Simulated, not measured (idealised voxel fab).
Title: Process Module voxel double patterning
Pictured: cross-section cut, 250 nm wide, on a grid of 5 nm square cells.
Think of the cross-section as a grid of square cells. We describe it in bands, top to bottom, and each band covers one or more rows of those cells. Quick guide to a band line: top height, bottom height (nm) up front; then every material left to right with its width in nm. Only one material and it's marked "all across"? Then it fills the band edge to edge. And "blank" just means empty space. Height datum 0, below which the as-received substrate wafer is one material. Lowest band open at the bottom, running downward: "0 -> down". Width "30..40": first value at the band's top row of cells, second value at its bottom row, equal change from row to row. Step note "changes: none" = no cross-section cell changed. "Closed cavities": empty spaces of 8 cells or more with no open way to the top, each given as width x height at distance, distance from the left edge, all in nm. On each step's line, the part that comes after the settings is the simulator's own comment on the step. The "overlay nm" setting may appear on a step's line; for a step that uses a mask, it gives how far to the right of its planned position the mask lay, and a negative value indicates the left.

-- These are the steps we planned for the process
1 op RECEIVE | material Si
2 op CONFORMAL_DEP | material SiO2 | thk nm 5
3 op DIRECTIONAL_DEP | material polySi | thk nm 10
4 op DIRECTIONAL_DEP | material SiCN | thk nm 10
5 op DIRECTIONAL_DEP | material aC | thk nm 10
6 op PATTERN | tone open | mask id FIRST | material resist | width nm 15 | pitch nm 50 | thk nm 25 | overlay nm 0
7 op DIRECTIONAL_ETCH | etch materials aC | depth nm 10
8 op STRIP | etch materials resist
9 op DIRECTIONAL_ETCH | etch materials SiCN | depth nm 10
10 op STRIP | etch materials aC
11 op PATTERN | tone open | mask id SECOND | material resist | width nm 15 | pitch nm 50 | thk nm 20 | overlay nm 0
12 op DIRECTIONAL_ETCH | etch materials SiCN | depth nm 10
13 op STRIP | etch materials resist
14 op DIRECTIONAL_ETCH | etch materials polySi | depth nm 10
15 op STRIP | etch materials SiCN

-- As-received wafer cross-section (after step 1)
> 0 -> down = Si all across
> Closed cavities: none

-- Same starting wafer, same plan as above, one mistake in the execution; this is the cross-section at the end of the module
> 15 -> 5 = polySi=55 / blank=15 / polySi=20 / blank=30 / polySi=20 / blank=30 / polySi=80
> 5 -> 0 = SiO2 all across
> 0 -> down = Si all across
> Closed cavities: none
The plan and the run diverged here: it should be noted that step 6 was executed with settings other than those planned, the operation and settings actually applied being op PATTERN | tone open | mask id FIRST | material resist | width nm 15 | pitch nm 50 | thk nm 25 | overlay nm -10
